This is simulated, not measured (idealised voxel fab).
process module | voxel self aligned contacts
cross-section cut | 250 nm wide | cells 5 nm
A cross-section is a grid of square cells, given in bands from the top down. A band is one or more rows of cells.
Each band's line starts with the height of the band's top and of its bottom, in nm. Then come its materials from left to right, each with its width in nm. One material with "throughout" fills the band from edge to edge. "air" is empty space.
Height 0 is the level under which the wafer as received is all one material. The lowest band goes on downwards, as in "0 down".
A width such as "30 to 40" changes by the same amount from each row of cells to the next, from the band's top row to its bottom row.
"no change" after a step means that no cell of the cross-section changed.
closed voids: empty space of 8 cells or more with no open way to the top, each as width x height at its distance from the left edge, in nm
after a step's settings: what the simulator itself notes on the step
overlay nm, on a step with a mask: how far to the right of its planned place the mask lay; to the left if negative
plan
1 op RECEIVE | material Si
2 op CONFORMAL_DEP | material SiO2 | thk nm 5
3 op DIRECTIONAL_DEP | material polySi | thk nm 20
4 op DIRECTIONAL_DEP | material SiN | thk nm 20
5 op DIRECTIONAL_DEP | material aC | thk nm 15
6 op PATTERN | tone cover | mask id GATE | material resist | width nm 35 | pitch nm 70 | thk nm 35 | overlay nm 0
7 op DIRECTIONAL_ETCH | etch materials aC | depth nm 15
8 op STRIP | etch materials resist
9 op DIRECTIONAL_ETCH | etch materials SiN | depth nm 20
10 op DIRECTIONAL_ETCH | etch materials polySi | depth nm 20
11 op STRIP | etch materials aC
12 op CONFORMAL_DEP | material SiN | thk nm 5
13 op DIRECTIONAL_ETCH | etch materials SiN | depth nm 5
14 op FILL_DEP | material SiO2 | thk nm 10
15 op CMP | height nm 50
16 op DIRECTIONAL_DEP | material aC | thk nm 15
17 op PATTERN | tone open | mask id CONTACT | material resist | width nm 55 | thk nm 30 | overlay nm 0
18 op DIRECTIONAL_ETCH | etch materials aC | depth nm 15
19 op STRIP | etch materials resist
20 op DIRECTIONAL_ETCH | etch materials SiO2 | depth nm 50
21 op STRIP | etch materials aC
22 op CONFORMAL_DEP | material TiN | thk nm 5
23 op FILL_DEP | material W | thk nm 10
24 op CMP | height nm 50
25 op CONFORMAL_DEP | material SiCN | thk nm 5
as received, after step 1
  0 down: Si throughout
  closed voids: none
a wafer at the end: this start, this plan, one mistake
  55 to 50: SiCN throughout
  50 to 45: SiO2 95 | TiN 15 | W 15 | TiN 25 | SiO2 100
  45 to 25: SiO2 60 | SiN 45 | TiN 5 | W 15 | TiN 5 | SiN 45 | SiO2 75
  25 to 5: SiO2 60 | SiN 5 | polySi 35 | SiN 5 | TiN 5 | W 15 | TiN 5 | SiN 5 | polySi 35 | SiN 5 | SiO2 75
  5 to 0: SiO2 105 | TiN 25 | SiO2 120
  0 down: Si throughout
  closed voids: none
what went wrong: step 6 ran as: op PATTERN | tone cover | mask id GATE | material resist | width nm 35 | pitch nm 70 | thk nm 35 | overlay nm -5
